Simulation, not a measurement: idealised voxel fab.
process module | voxel wiring stack
cross-section cut | 210 nm wide | cells 5 nm
A cross-section is a grid of square cells, given in bands from the top down. A band is one or more rows of cells.
Each band's line starts with the height of the band's top and of its bottom, in nm. Then come its materials from left to right, each with its width in nm. One material with "throughout" fills the band from edge to edge. "air" is empty space.
Height 0 is the level under which the wafer as received is all one material. The lowest band goes on downwards, as in "0 down".
A width such as "30 to 40" changes by the same amount from each row of cells to the next, from the band's top row to its bottom row.
"no change" after a step means that no cell of the cross-section changed.
closed voids: empty space of 8 cells or more with no open way to the top, each as width x height at its distance from the left edge, in nm
after a step's settings: what the simulator itself notes on the step
overlay nm, on a step with a mask: how far to the right of its planned place the mask lay; to the left if negative
plan
1 op RECEIVE | material Si
2 op CONFORMAL_DEP | material SiO2 | thk nm 10
3 op CONFORMAL_DEP | material SiCN | thk nm 5
4 op DIRECTIONAL_DEP | material SiO2 | thk nm 25
5 op MASKED_ETCH | tone open | mask id METAL_1 | width nm 30 | pitch nm 45 | etch materials SiO2 | depth nm 25 | overlay nm 0
6 op MASKED_ETCH | tone open | mask id METAL_1 | width nm 30 | pitch nm 45 | etch materials SiCN | depth nm 5 | overlay nm 0
7 op CONFORMAL_DEP | material TiN | thk nm 5
8 op FILL_DEP | material W | thk nm 10
9 op CMP | height nm 40
10 op EPI | material Ru | thk nm 5
11 op FILL_DEP | material SiCN | thk nm 5
12 op DIRECTIONAL_DEP | material SiO2 | thk nm 35
13 op DIRECTIONAL_DEP | material aC | thk nm 15
14 op PATTERN | tone open | mask id METAL_2_HOLES | material resist | width nm 15 | pitch nm 45 | thk nm 30 | overlay nm 0
15 op DIRECTIONAL_ETCH | etch materials aC | depth nm 15
16 op STRIP | etch materials resist
17 op DIRECTIONAL_ETCH | etch materials SiO2 | depth nm 35
18 op STRIP | etch materials aC
19 op PATTERN | tone open | mask id METAL_2 | material resist | width nm 30 | pitch nm 45 | thk nm 20 | overlay nm 0
20 op DIRECTIONAL_ETCH | etch materials SiO2 | depth nm 20
21 op DIRECTIONAL_ETCH | etch materials SiCN | depth nm 5
22 op STRIP | etch materials resist
23 op CONFORMAL_DEP | material TiN | thk nm 5
24 op FILL_DEP | material Cu | thk nm 10
25 op CMP | height nm 85
26 op CONFORMAL_DEP | material SiCN | thk nm 5
as received, after step 1
  0 down: Si throughout
  closed voids: none
first wafer at the end, as planned
  90 to 85: SiCN throughout
  85 to 70: SiO2 65 | TiN 5 | Cu 20 | TiN 5 | SiO2 15 | TiN 5 | Cu 20 | TiN 5 | SiO2 70
  70 to 65: SiO2 65 | TiN 5 | Cu 5 | TiN 20 | SiO2 15 | TiN 5 | Cu 5 | TiN 20 | SiO2 70
  65 to 50: SiO2 65 | TiN 5 | Cu 5 | TiN 5 | SiO2 30 | TiN 5 | Cu 5 | TiN 5 | SiO2 85
  50 to 45: SiCN 65 | TiN 15 | SiCN 30 | TiN 15 | SiCN 85
  45 to 40: SiCN 60 | Ru 40 | SiCN 5 | Ru 40 | SiCN 65
  40 to 15: SiO2 65 | TiN 5 | W 20 | TiN 5 | SiO2 15 | TiN 5 | W 20 | TiN 5 | SiO2 70
  15 to 10: SiCN 65 | TiN 30 | SiCN 15 | TiN 30 | SiCN 70
  10 to 0: SiO2 throughout
  0 down: Si throughout
  closed voids: none
second wafer at the end: like start, like plan, one mistake
  90 to 85: SiCN throughout
  85 to 70: SiO2 65 | TiN 5 | Cu 20 | TiN 5 | SiO2 15 | TiN 5 | Cu 20 | TiN 5 | SiO2 70
  70 to 65: SiO2 65 | TiN 5 | Cu 5 | TiN 20 | SiO2 15 | TiN 5 | Cu 5 | TiN 20 | SiO2 70
  65 to 50: SiO2 65 | TiN 5 | Cu 5 | TiN 5 | SiO2 30 | TiN 5 | Cu 5 | TiN 5 | SiO2 85
  50 to 45: SiCN 65 | TiN 15 | SiCN 30 | TiN 15 | SiCN 85
  45 to 40: SiCN 60 | Ru 40 | SiCN 5 | Ru 40 | SiCN 65
  40 to 20: SiO2 65 | TiN 5 | W 20 | TiN 5 | SiO2 15 | TiN 5 | W 20 | TiN 5 | SiO2 70
  20 to 15: SiO2 65 | TiN 30 | SiO2 15 | TiN 30 | SiO2 70
  15 to 5: SiO2 throughout
  5 to 0: SiCN throughout
  0 down: Si throughout
  closed voids: none
what went wrong: steps 2 and 3 were swapped
at the end the second wafer has, in cells: 12 more of SiCN | 4 fewer of TiN | 8 fewer of W
